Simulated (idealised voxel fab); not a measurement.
process module | voxel released beams
Square cell edge 5 nm, section width 280 nm, ID cut.
We lay out every cross-section as a grid of square cells and spell it out in bands from the top down, where one band means one or more rows of cells.
Within each band entry, the heights of the top and of the bottom of the band appear first, in that order and in nm; the materials of the band then follow from left to right, each with its corresponding width in nm. The designation "edge to edge" on a single material indicates that it fills the band from edge to edge; the designation "blank" indicates empty space.
For the purposes of this specification, 0 denotes the height below which the wafer in its as-received condition is composed wholly of one material, and the lowermost band, lacking a lower limit, extends downward without end, as expressed in "0 -> down".
Read "30..40" as a graded width: first number on top, second number at the bottom, same change between each pair of neighbouring rows.
The designation "no change", where it is given for a processing step, indicates that no cell of the cross-section was altered in the course of that step.
Basically, "Cavities, closed" tells you about the enclosed voids: empty spaces with no open way to the top, 8 cells or bigger, each written width x height at distance, where distance is from the left edge, all in nm.
Whatever follows a step's settings on its line is a remark the simulator itself makes about that step.
Regarding "overlay nm": on a step with a mask, it is the distance the mask lay to the right of its planned place; a negative value places it to the left.

**Planned process steps**
1 RECEIVE,material Si
2 CONFORMAL_DEP,material SiN,thk nm 5
3 DIRECTIONAL_DEP,material SiO2,thk nm 20
4 PATTERN,tone open,mask id ANCHOR,material resist,width nm 30,thk nm 15,overlay nm 0
5 DIRECTIONAL_ETCH,etch materials SiO2,depth nm 20
6 STRIP,etch materials resist
7 CONFORMAL_DEP,material TiN,thk nm 10
8 DIRECTIONAL_DEP,material aC,thk nm 10
9 PATTERN,tone cover,mask id BEAM,material resist,width nm 105,thk nm 30,overlay nm 0
10 DIRECTIONAL_ETCH,etch materials aC,depth nm 10
11 STRIP,etch materials resist
12 DIRECTIONAL_ETCH,etch materials TiN,depth nm 10
13 STRIP,etch materials aC
14 STRIP,etch materials SiO2

**The cross-section here shows the wafer as received, i.e. in its state after step 1**
    0 -> down = Si edge to edge
    Cavities, closed: none

**Wafer cross-section at end of module: start and plan as shown above, one execution error**
    30 -> 20 = 85 blank / 15 TiN / 10 blank / 80 TiN / 90 blank
    20 -> 10 = 90 blank / 10 TiN / 10 blank / 10 TiN / 160 blank
    10 -> 0 = 90 blank / 30 TiN / 160 blank
    0 -> down = Si edge to edge
    Cavities, closed: none
The mistake made against the process plan was this: with respect to the plan, step 2 was omitted and not executed
